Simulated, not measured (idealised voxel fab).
process module | voxel ribs on slabs
cross-section cut | 175 nm wide | cells 5 nm
A cross-section is a grid of square cells, given in bands from the top down. A band is one or more rows of cells.
Each band's line starts with the height of the band's top and of its bottom, in nm. Then come its materials from left to right, each with its width in nm. One material with "throughout" fills the band from edge to edge. "air" is empty space.
Height 0 is the level under which the wafer as received is all one material. The lowest band goes on downwards, as in "0 down".
A width such as "30 to 40" changes by the same amount from each row of cells to the next, from the band's top row to its bottom row.
"no change" after a step means that no cell of the cross-section changed.
closed voids: empty space of 8 cells or more with no open way to the top, each as width x height at its distance from the left edge, in nm
after a step's settings: what the simulator itself notes on the step
overlay nm, on a step with a mask: how far to the right of its planned place the mask lay; to the left if negative
plan
1 op RECEIVE | material Si
2 op DIRECTIONAL_DEP | material SiO2 | thk nm 20
3 op DIRECTIONAL_DEP | material polySi | thk nm 15
4 op DIRECTIONAL_DEP | material aC | thk nm 15
5 op PATTERN | tone cover | mask id RIB | material resist | width nm 30 | thk nm 35 | overlay nm 0
6 op DIRECTIONAL_ETCH | etch materials aC | depth nm 15
7 op STRIP | etch materials resist
8 op DIRECTIONAL_ETCH | etch materials polySi | depth nm 10
9 op STRIP | etch materials aC
10 op MASKED_ETCH | tone cover | mask id SLAB | width nm 70 | etch materials polySi | depth nm 5 | overlay nm 0
11 op FILL_DEP | material SiO2 | thk nm 20
12 op CMP | height nm 45
13 op DIRECTIONAL_DEP | material W | thk nm 10
14 op DIRECTIONAL_DEP | material aC | thk nm 15
15 op PATTERN | tone cover | mask id HEATER | material resist | width nm 40 | thk nm 35 | overlay nm 0
16 op DIRECTIONAL_ETCH | etch materials aC | depth nm 15
17 op STRIP | etch materials resist
18 op DIRECTIONAL_ETCH | etch materials W | depth nm 10
19 op STRIP | etch materials aC
20 op CONFORMAL_DEP | material SiO2 | thk nm 10
as received, after step 1
  0 down: Si throughout
  closed voids: none
first wafer at the end, as planned
  65 to 55: air 55 | SiO2 60 | air 60
  55 to 45: SiO2 65 | W 40 | SiO2 70
  45 to 35: SiO2 throughout
  35 to 25: SiO2 70 | polySi 30 | SiO2 75
  25 to 20: SiO2 50 | polySi 70 | SiO2 55
  20 to 0: SiO2 throughout
  0 down: Si throughout
  closed voids: none
second wafer at the end: like start, like plan, one mistake
  65 to 55: air 55 | SiO2 60 | air 60
  55 to 45: SiO2 65 | W 40 | SiO2 70
  45 to 40: SiO2 throughout
  40 to 35: SiO2 50 | polySi 70 | SiO2 55
  35 to 20: polySi throughout
  20 to 0: SiO2 throughout
  0 down: Si throughout
  closed voids: none
what went wrong: step 4 ran as: op DIRECTIONAL_DEP | material polySi | thk nm 15
at the end the second wafer has, in cells: 93 fewer of SiO2 | 93 more of polySi
